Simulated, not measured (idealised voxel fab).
The following is a process module called voxel fin reveal.
Section shown: cut. Width: 235 nm. Cell size: 5 nm, square.
The cross-sections in this document take the form of a grid made of square cells. They are written out as bands, in order from top to bottom. Each band consists of one or more rows of cells.
Top height, bottom height, nm. Materials left to right, width each, nm. Single material + "everywhere" = fills band edge to edge. "empty" = empty.
The level at which height equals 0 is the one under which the wafer, as it arrives, is entirely one material. No lower edge exists for the bottom band, which continues downward and is notated as in "0 nm and below".
Width "30..40": first value at the band's top row of cells, second value at its bottom row, equal change from row to row.
Step note "no alterations made" = no cross-section cell changed.
"Tabulated closed voids": empty spaces of 8 cells or more with no open way to the top, each given as width x height at distance, distance from the left edge, all in nm.
What comes after the settings on a step's line is commentary from the simulator itself on that step.
The "overlay nm" setting may appear on a step's line; for a step that uses a mask, it gives how far to the right of its planned position the mask lay, and a negative value indicates the left.

Steps in the process plan:
1,RECEIVE | material Si
2,CONFORMAL_DEP | material SiN | thk nm 5
3,PATTERN | tone cover | mask id FINS | material resist | width nm 15 | pitch nm 40 | thk nm 20 | overlay nm 0
4,DIRECTIONAL_ETCH | etch materials SiN | depth nm 5
5,DIRECTIONAL_ETCH | etch materials Si | depth nm 40
6,STRIP | etch materials resist
7,FILL_DEP | material SiO2 | thk nm 10
8,CMP | height nm 5
9,SELECTIVE_ETCH | etch materials SiO2 | depth nm 30
10,STRIP | etch materials SiN
11,CONFORMAL_DEP | material SiO2 | thk nm 5
Among the wafers covered here, the point of difference is the width nm at step 3; their starting state is shared, and the plan presents the value of the first wafer.

Cross-section of the first of several wafers on receipt, reflecting completion of step 1:
- 0 nm and below: Si everywhere
- Tabulated closed voids: none

Heads up, this table goes wafer by wafer. A row tells you, at the end of the module, how many cells of each material that wafer has put on (+) or dropped (-) since it was received, and then its closed voids:
width nm 15, -280 Si, +192 SiO2, Tabulated closed voids: none
width nm 20, -248 Si, +180 SiO2, Tabulated closed voids: none
width nm 25, -216 Si, +168 SiO2, Tabulated closed voids: none
